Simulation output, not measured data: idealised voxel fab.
Title: Process Module voxel released beams
FYI the section here is cut, 215 nm wide, cells are 5 nm squares.
This document writes a cross-section as a grid whose cells are square, and gives it as bands, listed from the top down; one or more rows of cells form a band. Each band's line starts with the height of the band's top and of its bottom, in nm. Then come its materials from left to right, each with its width in nm. One material with "edge to edge" fills the band from edge to edge. "empty" is empty space. Heights are measured from 0, the level below which the as-received wafer is all one material; the lowest band has no bottom and continues downward, written as in "0 down". Graded width ("30 to 40"): value in top row of band = first number; value in bottom row = second number; row-to-row change constant. Where a step carries "remained the same", the cross-section came out of it unchanged, cell for cell. Closed empty spaces (no open way to the top) of 8 cells or more are what "Enclosed void inventory" lists, each as width x height at distance from the left edge, nm for all three. after a step's settings: what the simulator itself notes on the step. overlay nm: right-of-plan distance of the mask on a masked step; negative values mean left-of-plan.

SO HERE'S THE LINEUP OF PROCESS STEPS WE PLANNED
1 op RECEIVE | material Si
2 op CONFORMAL_DEP | material SiN | thk nm 10
3 op DIRECTIONAL_DEP | material SiO2 | thk nm 15
4 op PATTERN | tone open | mask id ANCHOR | material resist | width nm 45 | thk nm 15 | overlay nm 0
5 op DIRECTIONAL_ETCH | etch materials SiO2 | depth nm 15
6 op STRIP | etch materials resist
7 op CONFORMAL_DEP | material W | thk nm 15
8 op MASKED_ETCH | tone cover | mask id BEAM | width nm 90 | etch materials W | depth nm 15 | overlay nm 0
9 op STRIP | etch materials SiO2

AS-RECEIVED WAFER CROSS-SECTION (AFTER STEP 1)
	0 down  Si edge to edge
	Enclosed void inventory: none

THE CROSS-SECTION SHOWN CORRESPONDS TO THE WAFER AT THE CONCLUSION OF THE MODULE. THE INITIAL STRUCTURE AND THE PROCESS PLAN ARE THOSE PRESENTED ABOVE; HOWEVER, ONE MISTAKE OCCURRED IN EXECUTING THE PLAN
	40 to 25  empty 60 nm, W 90 nm, empty 65 nm
	25 to 15  SiN edge to edge
	15 to 0  SiO2 edge to edge
	0 down  Si edge to edge
	Enclosed void inventory: none
Plan not followed: order of steps 2 and 3 inverted relative to the plan
